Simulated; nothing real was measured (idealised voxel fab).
process module | voxel capacitor over wiring
cross-section cut | 225 nm wide | cells 5 nm
A cross-section is a grid of square cells, given in bands from the top down. A band is one or more rows of cells.
Each band's line starts with the height of the band's top and of its bottom, in nm. Then come its materials from left to right, each with its width in nm. One material with "throughout" fills the band from edge to edge. "air" is empty space.
Height 0 is the level under which the wafer as received is all one material. The lowest band goes on downwards, as in "0 down".
A width such as "30 to 40" changes by the same amount from each row of cells to the next, from the band's top row to its bottom row.
"no change" after a step means that no cell of the cross-section changed.
closed voids: empty space of 8 cells or more with no open way to the top, each as width x height at its distance from the left edge, in nm
after a step's settings: what the simulator itself notes on the step
overlay nm, on a step with a mask: how far to the right of its planned place the mask lay; to the left if negative
Each pair below shows a cross-section before one step and the cross-section after it, down to the lowest band that changed. The line under each pair gives the step between them, with its settings. The pairs can come from different runs of this module on the same starting wafer, so a pair continues from the pair above only where its "before" says so.
before
  0 down: Si throughout
  closed voids: none
after
  15 to 0: SiO2 throughout
  below 0: unchanged
  closed voids: none
the step between: op CONFORMAL_DEP | material SiO2 | thk nm 15
before: the cross-section after the pair above
after
  20 to 15: SiN throughout
  below 15: unchanged
  closed voids: none
the step between: op CONFORMAL_DEP | material SiN | thk nm 5
before: the cross-section after the pair above
after
  45 to 20: SiO2 throughout
  below 20: unchanged
  closed voids: none
the step between: op DIRECTIONAL_DEP | material SiO2 | thk nm 25
before: the cross-section after the pair above
after
  55 to 45: aC throughout
  below 45: unchanged
  closed voids: none
the step between: op DIRECTIONAL_DEP | material aC | thk nm 10
before: the cross-section after the pair above
after
  85 to 55: resist 55 | air 25 | resist 60 | air 25 | resist 60
  below 55: unchanged
  closed voids: none
the step between: op PATTERN | tone open | mask id METAL_1 | material resist | width nm 25 | pitch nm 85 | thk nm 30 | overlay nm 0
before: the cross-section after the pair above
after
  75 to 55: resist 55 | air 25 | resist 60 | air 25 | resist 60
  55 to 45: aC 55 | air 25 | aC 60 | air 25 | aC 60
  below 45: unchanged
  closed voids: none
the step between: op DIRECTIONAL_ETCH | etch materials aC | depth nm 10
before: the cross-section after the pair above
after
  55 to 45: aC 55 | air 25 | aC 60 | air 25 | aC 60
  below 45: unchanged
  closed voids: none
the step between: op STRIP | etch materials resist
before: the cross-section after the pair above
after
  55 to 45: aC 55 | air 25 | aC 60 | air 25 | aC 60
  45 to 20: SiO2 55 | air 25 | SiO2 60 | air 25 | SiO2 60
  below 20: unchanged
  closed voids: none
the step between: op DIRECTIONAL_ETCH | etch materials SiO2 | depth nm 25
before: the cross-section after the pair above
after
  55 to 45: aC 55 | air 25 | aC 60 | air 25 | aC 60
  45 to 20: SiO2 55 | air 25 | SiO2 60 | air 25 | SiO2 60
  20 to 15: SiN 55 | air 25 | SiN 60 | air 25 | SiN 60
  below 15: unchanged
  closed voids: none
the step between: op DIRECTIONAL_ETCH | etch materials SiN | depth nm 5
before: the cross-section after the pair above
after
  45 to 20: SiO2 55 | air 25 | SiO2 60 | air 25 | SiO2 60
  below 20: unchanged
  closed voids: none
the step between: op STRIP | etch materials aC
before: the cross-section after the pair above
after
  50 to 45: TiN 60 | air 15 | TiN 70 | air 15 | TiN 65
  45 to 20: SiO2 55 | TiN 5 | air 15 | TiN 5 | SiO2 60 | TiN 5 | air 15 | TiN 5 | SiO2 60
  20 to 15: SiN 55 | TiN 25 | SiN 60 | TiN 25 | SiN 60
  below 15: unchanged
  closed voids: none
the step between: op CONFORMAL_DEP | material TiN | thk nm 5
before: the cross-section after the pair above
after
  55 to 50: Ru throughout
  50 to 45: TiN 60 | Ru 15 | TiN 70 | Ru 15 | TiN 65
  45 to 20: SiO2 55 | TiN 5 | Ru 15 | TiN 5 | SiO2 60 | TiN 5 | Ru 15 | TiN 5 | SiO2 60
  below 20: unchanged
  closed voids: none
the step between: op FILL_DEP | material Ru | thk nm 5
before: the cross-section after the pair above
after
  45 to 20: SiO2 55 | TiN 5 | Ru 15 | TiN 5 | SiO2 60 | TiN 5 | Ru 15 | TiN 5 | SiO2 60
  below 20: unchanged
  closed voids: none
the step between: op CMP | height nm 45
before: the cross-section after the pair above
after
  50 to 45: air 50 | Ru 35 | air 50 | Ru 35 | air 55
  below 45: unchanged
  closed voids: none
the step between: op EPI | material Ru | thk nm 5
before: the cross-section after the pair above
after
  55 to 50: SiCN throughout
  50 to 45: SiCN 50 | Ru 35 | SiCN 50 | Ru 35 | SiCN 55
  below 45: unchanged
  closed voids: none
the step between: op FILL_DEP | material SiCN | thk nm 5
before: the cross-section after the pair above
after
  70 to 55: SiO2 throughout
  below 55: unchanged
  closed voids: none
the step between: op DIRECTIONAL_DEP | material SiO2 | thk nm 15
before: the cross-section after the pair above
after
  70 to 55: SiO2 65 | air 15 | SiO2 145
  below 55: unchanged
  closed voids: none
the step between: op MASKED_ETCH | tone open | mask id PLUG_1 | width nm 15 | etch materials SiO2 | depth nm 15 | overlay nm 0
before: the cross-section after the pair above
after
  70 to 55: SiO2 65 | air 15 | SiO2 145
  55 to 50: SiCN 65 | air 15 | SiCN 145
  below 50: unchanged
  closed voids: none
the step between: op MASKED_ETCH | tone open | mask id PLUG_1 | width nm 15 | etch materials SiCN | depth nm 5 | overlay nm 0
before: the cross-section after the pair above
after
  75 to 70: TiN 70 | air 5 | TiN 150
  70 to 55: SiO2 65 | TiN 5 | air 5 | TiN 5 | SiO2 145
  55 to 50: SiCN 65 | TiN 15 | SiCN 145
  below 50: unchanged
  closed voids: none
the step between: op CONFORMAL_DEP | material TiN | thk nm 5
before: the cross-section after the pair above
after
  85 to 75: W throughout
  75 to 70: TiN 70 | W 5 | TiN 150
  70 to 55: SiO2 65 | TiN 5 | W 5 | TiN 5 | SiO2 145
  below 55: unchanged
  closed voids: none
the step between: op FILL_DEP | material W | thk nm 10
before: the cross-section after the pair above
after
  70 to 55: SiO2 65 | TiN 5 | W 5 | TiN 5 | SiO2 145
  below 55: unchanged
  closed voids: none
the step between: op CMP | height nm 70
before: the cross-section after the pair above
after
  80 to 70: TiN throughout
  below 70: unchanged
  closed voids: none
the step between: op DIRECTIONAL_DEP | material TiN | thk nm 10
before: the cross-section after the pair above
after
  85 to 80: Al2O3 throughout
  below 80: unchanged
  closed voids: none
the step between: op DIRECTIONAL_DEP | material Al2O3 | thk nm 5
before: the cross-section after the pair above
after
  95 to 85: TiN throughout
  below 85: unchanged
  closed voids: none
the step between: op DIRECTIONAL_DEP | material TiN | thk nm 10
before: the cross-section after the pair above
after
  110 to 95: air 65 | resist 65 | air 95
  below 95: unchanged
  closed voids: none
the step between: op PATTERN | tone cover | mask id UPPER_PLATE | material resist | width nm 65 | thk nm 15 | overlay nm 0
before: the cross-section after the pair above
after
  110 to 95: air 65 | resist 65 | air 95
  95 to 85: air 65 | TiN 65 | air 95
  below 85: unchanged
  closed voids: none
the step between: op DIRECTIONAL_ETCH | etch materials TiN | depth nm 10
before: the cross-section after the pair above
after
  110 to 95: air 65 | resist 65 | air 95
  95 to 85: air 65 | TiN 65 | air 95
  85 to 80: air 65 | Al2O3 65 | air 95
  below 80: unchanged
  closed voids: none
the step between: op DIRECTIONAL_ETCH | etch materials Al2O3 | depth nm 5
before: the cross-section after the pair above
after
  95 to 85: air 65 | TiN 65 | air 95
  below 85: unchanged
  closed voids: none
the step between: op STRIP | etch materials resist
before: the cross-section after the pair above
after
  110 to 95: air 65 | aC 65 | air 95
  95 to 85: aC 65 | TiN 65 | aC 95
  85 to 80: aC 65 | Al2O3 65 | aC 95
  below 80: unchanged
  closed voids: none
the step between: op DIRECTIONAL_DEP | material aC | thk nm 15
before: the cross-section after the pair above
after
  140 to 110: air 60 | resist 75 | air 90
  110 to 95: air 60 | resist 5 | aC 65 | resist 5 | air 90
  below 95: unchanged
  closed voids: none
the step between: op PATTERN | tone cover | mask id LOWER_PLATE | material resist | width nm 75 | thk nm 30 | overlay nm 0
before: the cross-section after the pair above
after
  125 to 110: air 60 | resist 75 | air 90
  110 to 95: air 60 | resist 5 | aC 65 | resist 5 | air 90
  95 to 85: air 60 | aC 5 | TiN 65 | aC 5 | air 90
  85 to 80: air 60 | aC 5 | Al2O3 65 | aC 5 | air 90
  below 80: unchanged
  closed voids: none
the step between: op DIRECTIONAL_ETCH | etch materials aC | depth nm 15
before: the cross-section after the pair above
after
  110 to 95: air 65 | aC 65 | air 95
  below 95: unchanged
  closed voids: none
the step between: op STRIP | etch materials resist
before: the cross-section after the pair above
after
  110 to 95: air 65 | aC 65 | air 95
  95 to 85: air 60 | aC 5 | TiN 65 | aC 5 | air 90
  85 to 80: air 60 | aC 5 | Al2O3 65 | aC 5 | air 90
  80 to 70: air 60 | TiN 75 | air 90
  below 70: unchanged
  closed voids: none
the step between: op DIRECTIONAL_ETCH | etch materials TiN | depth nm 10
before: the cross-section after the pair above
after
  95 to 85: air 65 | TiN 65 | air 95
  85 to 80: air 65 | Al2O3 65 | air 95
  below 80: unchanged
  closed voids: none
the step between: op STRIP | etch materials aC
before: the cross-section after the pair above
after
  110 to 95: SiO2 throughout
  95 to 85: SiO2 65 | TiN 65 | SiO2 95
  85 to 80: SiO2 65 | Al2O3 65 | SiO2 95
  80 to 70: SiO2 60 | TiN 75 | SiO2 90
  below 70: unchanged
  closed voids: none
the step between: op FILL_DEP | material SiO2 | thk nm 15
before: the cross-section after the pair above
after
  105 to 95: SiO2 throughout
  below 95: unchanged
  closed voids: none
the step between: op CMP | height nm 105
before: the cross-section after the pair above
after
  125 to 105: resist 75 | air 15 | resist 135
  below 105: unchanged
  closed voids: none
the step between: op PATTERN | tone open | mask id PLUG_2 | material resist | width nm 15 | thk nm 20 | overlay nm 0
before: the cross-section after the pair above
after
  125 to 105: resist 75 | air 15 | resist 135
  105 to 95: SiO2 75 | air 15 | SiO2 135
  below 95: unchanged
  closed voids: none
the step between: op DIRECTIONAL_ETCH | etch materials SiO2 | depth nm 10
before: the cross-section after the pair above
after
  105 to 95: SiO2 75 | air 15 | SiO2 135
  below 95: unchanged
  closed voids: none
the step between: op STRIP | etch materials resist
before: the cross-section after the pair above
after
  110 to 105: TiN 80 | air 5 | TiN 140
  105 to 100: SiO2 75 | TiN 5 | air 5 | TiN 5 | SiO2 135
  100 to 95: SiO2 75 | TiN 15 | SiO2 135
  below 95: unchanged
  closed voids: none
the step between: op CONFORMAL_DEP | material TiN | thk nm 5
before: the cross-section after the pair above
after
  120 to 110: Cu throughout
  110 to 105: TiN 80 | Cu 5 | TiN 140
  105 to 100: SiO2 75 | TiN 5 | Cu 5 | TiN 5 | SiO2 135
  below 100: unchanged
  closed voids: none
the step between: op FILL_DEP | material Cu | thk nm 10
before: the cross-section after the pair above
after
  105 to 100: SiO2 75 | TiN 5 | Cu 5 | TiN 5 | SiO2 135
  below 100: unchanged
  closed voids: none
the step between: op CMP | height nm 105
before: the cross-section after the pair above
after
  110 to 105: SiCN throughout
  below 105: unchanged
  closed voids: none
the step between: op CONFORMAL_DEP | material SiCN | thk nm 5
before
  120 to 110: Cu throughout
  110 to 105: TiN 80 | Cu 5 | TiN 140
  105 to 100: SiO2 75 | TiN 5 | Cu 5 | TiN 5 | SiO2 135
  100 to 95: SiO2 75 | TiN 15 | SiO2 135
  95 to 85: SiO2 65 | TiN 65 | SiO2 95
  85 to 80: SiO2 65 | Al2O3 65 | SiO2 95
  80 to 70: SiO2 60 | TiN 75 | SiO2 90
  70 to 55: SiO2 65 | TiN 5 | W 5 | TiN 5 | SiO2 145
  55 to 50: SiCN 65 | TiN 15 | SiCN 145
  50 to 45: SiCN 50 | Ru 35 | SiCN 50 | Ru 35 | SiCN 55
  45 to 20: SiO2 55 | TiN 5 | Ru 15 | TiN 5 | SiO2 60 | TiN 5 | Ru 15 | TiN 5 | SiO2 60
  20 to 15: SiN 55 | TiN 25 | SiN 60 | TiN 25 | SiN 60
  15 to 0: SiO2 throughout
  0 down: Si throughout
  closed voids: none
after
  125 to 120: SiCN throughout
  below 120: unchanged
  closed voids: none
the step between: op CONFORMAL_DEP | material SiCN | thk nm 5
before
  15 to 0: SiO2 throughout
  0 down: Si throughout
  closed voids: none
after
  30 to 0: SiO2 throughout
  below 0: unchanged
  closed voids: none
the step between: op CONFORMAL_DEP | material SiO2 | thk nm 15
before: the cross-section after the pair above
after
  35 to 30: SiN throughout
  below 30: unchanged
  closed voids: none
the step between: op CONFORMAL_DEP | material SiN | thk nm 5
before: the cross-section after the pair above
after
  60 to 35: SiO2 throughout
  below 35: unchanged
  closed voids: none
the step between: op DIRECTIONAL_DEP | material SiO2 | thk nm 25
before: the cross-section after the pair above
after
  70 to 60: aC throughout
  below 60: unchanged
  closed voids: none
the step between: op DIRECTIONAL_DEP | material aC | thk nm 10
before: the cross-section after the pair above
after
  100 to 70: resist 55 | air 25 | resist 60 | air 25 | resist 60
  below 70: unchanged
  closed voids: none
the step between: op PATTERN | tone open | mask id METAL_1 | material resist | width nm 25 | pitch nm 85 | thk nm 30 | overlay nm 0
before: the cross-section after the pair above
after
  90 to 70: resist 55 | air 25 | resist 60 | air 25 | resist 60
  70 to 60: aC 55 | air 25 | aC 60 | air 25 | aC 60
  below 60: unchanged
  closed voids: none
the step between: op DIRECTIONAL_ETCH | etch materials aC | depth nm 10
before: the cross-section after the pair above
after
  70 to 60: aC 55 | air 25 | aC 60 | air 25 | aC 60
  below 60: unchanged
  closed voids: none
the step between: op STRIP | etch materials resist
before: the cross-section after the pair above
after
  70 to 60: aC 55 | air 25 | aC 60 | air 25 | aC 60
  60 to 35: SiO2 55 | air 25 | SiO2 60 | air 25 | SiO2 60
  below 35: unchanged
  closed voids: none
the step between: op DIRECTIONAL_ETCH | etch materials SiO2 | depth nm 25
before: the cross-section after the pair above
after
  70 to 60: aC 55 | air 25 | aC 60 | air 25 | aC 60
  60 to 35: SiO2 55 | air 25 | SiO2 60 | air 25 | SiO2 60
  35 to 30: SiN 55 | air 25 | SiN 60 | air 25 | SiN 60
  below 30: unchanged
  closed voids: none
the step between: op DIRECTIONAL_ETCH | etch materials SiN | depth nm 5
before: the cross-section after the pair above
after
  60 to 35: SiO2 55 | air 25 | SiO2 60 | air 25 | SiO2 60
  below 35: unchanged
  closed voids: none
the step between: op STRIP | etch materials aC
before: the cross-section after the pair above
after
  65 to 60: TiN 60 | air 15 | TiN 70 | air 15 | TiN 65
  60 to 35: SiO2 55 | TiN 5 | air 15 | TiN 5 | SiO2 60 | TiN 5 | air 15 | TiN 5 | SiO2 60
  35 to 30: SiN 55 | TiN 25 | SiN 60 | TiN 25 | SiN 60
  below 30: unchanged
  closed voids: none
the step between: op CONFORMAL_DEP | material TiN | thk nm 5
before: the cross-section after the pair above
after
  70 to 65: Ru throughout
  65 to 60: TiN 60 | Ru 15 | TiN 70 | Ru 15 | TiN 65
  60 to 35: SiO2 55 | TiN 5 | Ru 15 | TiN 5 | SiO2 60 | TiN 5 | Ru 15 | TiN 5 | SiO2 60
  below 35: unchanged
  closed voids: none
the step between: op FILL_DEP | material Ru | thk nm 5
before: the cross-section after the pair above
after
  45 to 35: SiO2 55 | TiN 5 | Ru 15 | TiN 5 | SiO2 60 | TiN 5 | Ru 15 | TiN 5 | SiO2 60
  below 35: unchanged
  closed voids: none
the step between: op CMP | height nm 45
before: the cross-section after the pair above
after
  50 to 45: air 50 | Ru 35 | air 50 | Ru 35 | air 55
  below 45: unchanged
  closed voids: none
the step between: op EPI | material Ru | thk nm 5
before: the cross-section after the pair above
after
  55 to 50: SiCN throughout
  50 to 45: SiCN 50 | Ru 35 | SiCN 50 | Ru 35 | SiCN 55
  below 45: unchanged
  closed voids: none
the step between: op FILL_DEP | material SiCN | thk nm 5
before: the cross-section after the pair above
after
  70 to 55: SiO2 throughout
  below 55: unchanged
  closed voids: none
the step between: op DIRECTIONAL_DEP | material SiO2 | thk nm 15
before: the cross-section after the pair above
after
  70 to 55: SiO2 65 | air 15 | SiO2 145
  below 55: unchanged
  closed voids: none
the step between: op MASKED_ETCH | tone open | mask id PLUG_1 | width nm 15 | etch materials SiO2 | depth nm 15 | overlay nm 0
before: the cross-section after the pair above
after
  70 to 55: SiO2 65 | air 15 | SiO2 145
  55 to 50: SiCN 65 | air 15 | SiCN 145
  below 50: unchanged
  closed voids: none
the step between: op MASKED_ETCH | tone open | mask id PLUG_1 | width nm 15 | etch materials SiCN | depth nm 5 | overlay nm 0
before: the cross-section after the pair above
after
  75 to 70: TiN 70 | air 5 | TiN 150
  70 to 55: SiO2 65 | TiN 5 | air 5 | TiN 5 | SiO2 145
  55 to 50: SiCN 65 | TiN 15 | SiCN 145
  below 50: unchanged
  closed voids: none
the step between: op CONFORMAL_DEP | material TiN | thk nm 5
before: the cross-section after the pair above
after
  85 to 75: W throughout
  75 to 70: TiN 70 | W 5 | TiN 150
  70 to 55: SiO2 65 | TiN 5 | W 5 | TiN 5 | SiO2 145
  below 55: unchanged
  closed voids: none
the step between: op FILL_DEP | material W | thk nm 10
before: the cross-section after the pair above
after
  70 to 55: SiO2 65 | TiN 5 | W 5 | TiN 5 | SiO2 145
  below 55: unchanged
  closed voids: none
the step between: op CMP | height nm 70
before: the cross-section after the pair above
after
  80 to 70: TiN throughout
  below 70: unchanged
  closed voids: none
the step between: op DIRECTIONAL_DEP | material TiN | thk nm 10
before: the cross-section after the pair above
after
  85 to 80: Al2O3 throughout
  below 80: unchanged
  closed voids: none
the step between: op DIRECTIONAL_DEP | material Al2O3 | thk nm 5
before: the cross-section after the pair above
after
  95 to 85: TiN throughout
  below 85: unchanged
  closed voids: none
the step between: op DIRECTIONAL_DEP | material TiN | thk nm 10
before: the cross-section after the pair above
after
  110 to 95: air 65 | resist 65 | air 95
  below 95: unchanged
  closed voids: none
the step between: op PATTERN | tone cover | mask id UPPER_PLATE | material resist | width nm 65 | thk nm 15 | overlay nm 0
before: the cross-section after the pair above
after
  110 to 95: air 65 | resist 65 | air 95
  95 to 85: air 65 | TiN 65 | air 95
  below 85: unchanged
  closed voids: none
the step between: op DIRECTIONAL_ETCH | etch materials TiN | depth nm 10
before: the cross-section after the pair above
after
  110 to 95: air 65 | resist 65 | air 95
  95 to 85: air 65 | TiN 65 | air 95
  85 to 80: air 65 | Al2O3 65 | air 95
  below 80: unchanged
  closed voids: none
the step between: op DIRECTIONAL_ETCH | etch materials Al2O3 | depth nm 5
before: the cross-section after the pair above
after
  95 to 85: air 65 | TiN 65 | air 95
  below 85: unchanged
  closed voids: none
the step between: op STRIP | etch materials resist
before: the cross-section after the pair above
after
  110 to 95: air 65 | aC 65 | air 95
  95 to 85: aC 65 | TiN 65 | aC 95
  85 to 80: aC 65 | Al2O3 65 | aC 95
  below 80: unchanged
  closed voids: none
the step between: op DIRECTIONAL_DEP | material aC | thk nm 15
before: the cross-section after the pair above
after
  140 to 110: air 60 | resist 75 | air 90
  110 to 95: air 60 | resist 5 | aC 65 | resist 5 | air 90
  below 95: unchanged
  closed voids: none
the step between: op PATTERN | tone cover | mask id LOWER_PLATE | material resist | width nm 75 | thk nm 30 | overlay nm 0
before: the cross-section after the pair above
after
  125 to 110: air 60 | resist 75 | air 90
  110 to 95: air 60 | resist 5 | aC 65 | resist 5 | air 90
  95 to 85: air 60 | aC 5 | TiN 65 | aC 5 | air 90
  85 to 80: air 60 | aC 5 | Al2O3 65 | aC 5 | air 90
  below 80: unchanged
  closed voids: none
the step between: op DIRECTIONAL_ETCH | etch materials aC | depth nm 15
before: the cross-section after the pair above
after
  110 to 95: air 65 | aC 65 | air 95
  below 95: unchanged
  closed voids: none
the step between: op STRIP | etch materials resist
before: the cross-section after the pair above
after
  110 to 95: air 65 | aC 65 | air 95
  95 to 85: air 60 | aC 5 | TiN 65 | aC 5 | air 90
  85 to 80: air 60 | aC 5 | Al2O3 65 | aC 5 | air 90
  80 to 70: air 60 | TiN 75 | air 90
  below 70: unchanged
  closed voids: none
the step between: op DIRECTIONAL_ETCH | etch materials TiN | depth nm 10
before: the cross-section after the pair above
after
  95 to 85: air 65 | TiN 65 | air 95
  85 to 80: air 65 | Al2O3 65 | air 95
  below 80: unchanged
  closed voids: none
the step between: op STRIP | etch materials aC
before: the cross-section after the pair above
after
  110 to 95: SiO2 throughout
  95 to 85: SiO2 65 | TiN 65 | SiO2 95
  85 to 80: SiO2 65 | Al2O3 65 | SiO2 95
  80 to 70: SiO2 60 | TiN 75 | SiO2 90
  below 70: unchanged
  closed voids: none
the step between: op FILL_DEP | material SiO2 | thk nm 15
before: the cross-section after the pair above
after
  105 to 95: SiO2 throughout
  below 95: unchanged
  closed voids: none
the step between: op CMP | height nm 105
before: the cross-section after the pair above
after
  125 to 105: resist 75 | air 15 | resist 135
  below 105: unchanged
  closed voids: none
the step between: op PATTERN | tone open | mask id PLUG_2 | material resist | width nm 15 | thk nm 20 | overlay nm 0
before: the cross-section after the pair above
after
  125 to 105: resist 75 | air 15 | resist 135
  105 to 95: SiO2 75 | air 15 | SiO2 135
  below 95: unchanged
  closed voids: none
the step between: op DIRECTIONAL_ETCH | etch materials SiO2 | depth nm 10
before: the cross-section after the pair above
after
  105 to 95: SiO2 75 | air 15 | SiO2 135
  below 95: unchanged
  closed voids: none
the step between: op STRIP | etch materials resist
before: the cross-section after the pair above
after
  110 to 105: TiN 80 | air 5 | TiN 140
  105 to 100: SiO2 75 | TiN 5 | air 5 | TiN 5 | SiO2 135
  100 to 95: SiO2 75 | TiN 15 | SiO2 135
  below 95: unchanged
  closed voids: none
the step between: op CONFORMAL_DEP | material TiN | thk nm 5
before: the cross-section after the pair above
after
  120 to 110: Cu throughout
  110 to 105: TiN 80 | Cu 5 | TiN 140
  105 to 100: SiO2 75 | TiN 5 | Cu 5 | TiN 5 | SiO2 135
  below 100: unchanged
  closed voids: none
the step between: op FILL_DEP | material Cu | thk nm 10
before: the cross-section after the pair above
after
  105 to 100: SiO2 75 | TiN 5 | Cu 5 | TiN 5 | SiO2 135
  below 100: unchanged
  closed voids: none
the step between: op CMP | height nm 105
before: the cross-section after the pair above
after
  110 to 105: SiCN throughout
  below 105: unchanged
  closed voids: none
the step between: op CONFORMAL_DEP | material SiCN | thk nm 5
before
  70 to 55: SiO2 65 | TiN 5 | W 5 | TiN 5 | SiO2 145
  55 to 50: SiCN 65 | TiN 15 | SiCN 145
  50 to 45: SiCN 50 | Ru 35 | SiCN 50 | Ru 35 | SiCN 55
  45 to 20: SiO2 55 | TiN 5 | Ru 15 | TiN 5 | SiO2 60 | TiN 5 | Ru 15 | TiN 5 | SiO2 60
  20 to 15: SiN 55 | TiN 25 | SiN 60 | TiN 25 | SiN 60
  15 to 0: SiO2 throughout
  0 down: Si throughout
  closed voids: none
after
  75 to 70: Al2O3 throughout
  below 70: unchanged
  closed voids: none
the step between: op DIRECTIONAL_DEP | material Al2O3 | thk nm 5
before: the cross-section after the pair above
after
  85 to 75: TiN throughout
  below 75: unchanged
  closed voids: none
the step between: op DIRECTIONAL_DEP | material TiN | thk nm 10
before: the cross-section after the pair above
after
  95 to 75: TiN throughout
  below 75: unchanged
  closed voids: none
the step between: op DIRECTIONAL_DEP | material TiN | thk nm 10
before: the cross-section after the pair above
after
  110 to 95: air 65 | resist 65 | air 95
  below 95: unchanged
  closed voids: none
the step between: op PATTERN | tone cover | mask id UPPER_PLATE | material resist | width nm 65 | thk nm 15 | overlay nm 0
before: the cross-section after the pair above
after
  110 to 95: air 65 | resist 65 | air 95
  95 to 85: air 65 | TiN 65 | air 95
  below 85: unchanged
  closed voids: none
the step between: op DIRECTIONAL_ETCH | etch materials TiN | depth nm 10
before: the cross-section after the pair above
after
  95 to 85: air 65 | TiN 65 | air 95
  below 85: unchanged
  closed voids: none
the step between: op STRIP | etch materials resist
before: the cross-section after the pair above
after
  110 to 100: air 65 | aC 65 | air 95
  100 to 95: aC throughout
  95 to 85: aC 65 | TiN 65 | aC 95
  below 85: unchanged
  closed voids: none
the step between: op DIRECTIONAL_DEP | material aC | thk nm 15
before: the cross-section after the pair above
after
  140 to 110: air 60 | resist 75 | air 90
  110 to 100: air 60 | resist 5 | aC 65 | resist 5 | air 90
  below 100: unchanged
  closed voids: none
the step between: op PATTERN | tone cover | mask id LOWER_PLATE | material resist | width nm 75 | thk nm 30 | overlay nm 0
before: the cross-section after the pair above
after
  125 to 110: air 60 | resist 75 | air 90
  110 to 100: air 60 | resist 5 | aC 65 | resist 5 | air 90
  100 to 95: air 60 | aC 75 | air 90
  95 to 85: air 60 | aC 5 | TiN 65 | aC 5 | air 90
  below 85: unchanged
  closed voids: none
the step between: op DIRECTIONAL_ETCH | etch materials aC | depth nm 15
before: the cross-section after the pair above
after
  110 to 100: air 65 | aC 65 | air 95
  below 100: unchanged
  closed voids: none
the step between: op STRIP | etch materials resist
before: the cross-section after the pair above
after
  110 to 100: air 65 | aC 65 | air 95
  100 to 95: air 60 | aC 75 | air 90
  95 to 85: air 60 | aC 5 | TiN 65 | aC 5 | air 90
  85 to 75: air 60 | TiN 75 | air 90
  below 75: unchanged
  closed voids: none
the step between: op DIRECTIONAL_ETCH | etch materials TiN | depth nm 10
before: the cross-section after the pair above
after
  95 to 85: air 65 | TiN 65 | air 95
  below 85: unchanged
  closed voids: none
the step between: op STRIP | etch materials aC
before: the cross-section after the pair above
after
  110 to 95: SiO2 throughout
  95 to 85: SiO2 65 | TiN 65 | SiO2 95
  85 to 75: SiO2 60 | TiN 75 | SiO2 90
  below 75: unchanged
  closed voids: none
the step between: op FILL_DEP | material SiO2 | thk nm 15
before: the cross-section after the pair above
after
  105 to 95: SiO2 throughout
  below 95: unchanged
  closed voids: none
the step between: op CMP | height nm 105
before: the cross-section after the pair above
after
  125 to 105: resist 75 | air 15 | resist 135
  below 105: unchanged
  closed voids: none
the step between: op PATTERN | tone open | mask id PLUG_2 | material resist | width nm 15 | thk nm 20 | overlay nm 0
before: the cross-section after the pair above
after
  125 to 105: resist 75 | air 15 | resist 135
  105 to 95: SiO2 75 | air 15 | SiO2 135
  below 95: unchanged
  closed voids: none
the step between: op DIRECTIONAL_ETCH | etch materials SiO2 | depth nm 10
before: the cross-section after the pair above
after
  105 to 95: SiO2 75 | air 15 | SiO2 135
  below 95: unchanged
  closed voids: none
the step between: op STRIP | etch materials resist
before: the cross-section after the pair above
after
  110 to 105: TiN 80 | air 5 | TiN 140
  105 to 100: SiO2 75 | TiN 5 | air 5 | TiN 5 | SiO2 135
  100 to 95: SiO2 75 | TiN 15 | SiO2 135
  below 95: unchanged
  closed voids: none
the step between: op CONFORMAL_DEP | material TiN | thk nm 5
before: the cross-section after the pair above
after
  120 to 110: Cu throughout
  110 to 105: TiN 80 | Cu 5 | TiN 140
  105 to 100: SiO2 75 | TiN 5 | Cu 5 | TiN 5 | SiO2 135
  below 100: unchanged
  closed voids: none
the step between: op FILL_DEP | material Cu | thk nm 10
before: the cross-section after the pair above
after
  105 to 100: SiO2 75 | TiN 5 | Cu 5 | TiN 5 | SiO2 135
  below 100: unchanged
  closed voids: none
the step between: op CMP | height nm 105
before: the cross-section after the pair above
after
  110 to 105: SiCN throughout
  below 105: unchanged
  closed voids: none
the step between: op CONFORMAL_DEP | material SiCN | thk nm 5
before
  85 to 75: W throughout
  75 to 70: TiN 70 | W 5 | TiN 150
  70 to 55: SiO2 65 | TiN 5 | W 5 | TiN 5 | SiO2 145
  55 to 50: SiCN 65 | TiN 15 | SiCN 145
  50 to 45: SiCN 50 | Ru 35 | SiCN 50 | Ru 35 | SiCN 55
  45 to 20: SiO2 55 | TiN 5 | Ru 15 | TiN 5 | SiO2 60 | TiN 5 | Ru 15 | TiN 5 | SiO2 60
  20 to 15: SiN 55 | TiN 25 | SiN 60 | TiN 25 | SiN 60
  15 to 0: SiO2 throughout
  0 down: Si throughout
  closed voids: none
after
  65 to 55: SiO2 65 | TiN 5 | W 5 | TiN 5 | SiO2 145
  below 55: unchanged
  closed voids: none
the step between: op CMP | height nm 65
before: the cross-section after the pair above
after
  75 to 65: TiN throughout
  below 65: unchanged
  closed voids: none
the step between: op DIRECTIONAL_DEP | material TiN | thk nm 10
before: the cross-section after the pair above
after
  80 to 75: Al2O3 throughout
  below 75: unchanged
  closed voids: none
the step between: op DIRECTIONAL_DEP | material Al2O3 | thk nm 5
before: the cross-section after the pair above
after
  90 to 80: TiN throughout
  below 80: unchanged
  closed voids: none
the step between: op DIRECTIONAL_DEP | material TiN | thk nm 10
before: the cross-section after the pair above
after
  105 to 90: air 65 | resist 65 | air 95
  below 90: unchanged
  closed voids: none
the step between: op PATTERN | tone cover | mask id UPPER_PLATE | material resist | width nm 65 | thk nm 15 | overlay nm 0
before: the cross-section after the pair above
after
  105 to 90: air 65 | resist 65 | air 95
  90 to 80: air 65 | TiN 65 | air 95
  below 80: unchanged
  closed voids: none
the step between: op DIRECTIONAL_ETCH | etch materials TiN | depth nm 10
before: the cross-section after the pair above
after
  105 to 90: air 65 | resist 65 | air 95
  90 to 80: air 65 | TiN 65 | air 95
  80 to 75: air 65 | Al2O3 65 | air 95
  below 75: unchanged
  closed voids: none
the step between: op DIRECTIONAL_ETCH | etch materials Al2O3 | depth nm 5
before: the cross-section after the pair above
after
  90 to 80: air 65 | TiN 65 | air 95
  below 80: unchanged
  closed voids: none
the step between: op STRIP | etch materials resist
before: the cross-section after the pair above
after
  105 to 90: air 65 | aC 65 | air 95
  90 to 80: aC 65 | TiN 65 | aC 95
  80 to 75: aC 65 | Al2O3 65 | aC 95
  below 75: unchanged
  closed voids: none
the step between: op DIRECTIONAL_DEP | material aC | thk nm 15
before: the cross-section after the pair above
after
  135 to 105: air 60 | resist 75 | air 90
  105 to 90: air 60 | resist 5 | aC 65 | resist 5 | air 90
  below 90: unchanged
  closed voids: none
the step between: op PATTERN | tone cover | mask id LOWER_PLATE | material resist | width nm 75 | thk nm 30 | overlay nm 0
before: the cross-section after the pair above
after
  120 to 105: air 60 | resist 75 | air 90
  105 to 90: air 60 | resist 5 | aC 65 | resist 5 | air 90
  90 to 80: air 60 | aC 5 | TiN 65 | aC 5 | air 90
  80 to 75: air 60 | aC 5 | Al2O3 65 | aC 5 | air 90
  below 75: unchanged
  closed voids: none
the step between: op DIRECTIONAL_ETCH | etch materials aC | depth nm 15
before: the cross-section after the pair above
after
  105 to 90: air 65 | aC 65 | air 95
  below 90: unchanged
  closed voids: none
the step between: op STRIP | etch materials resist
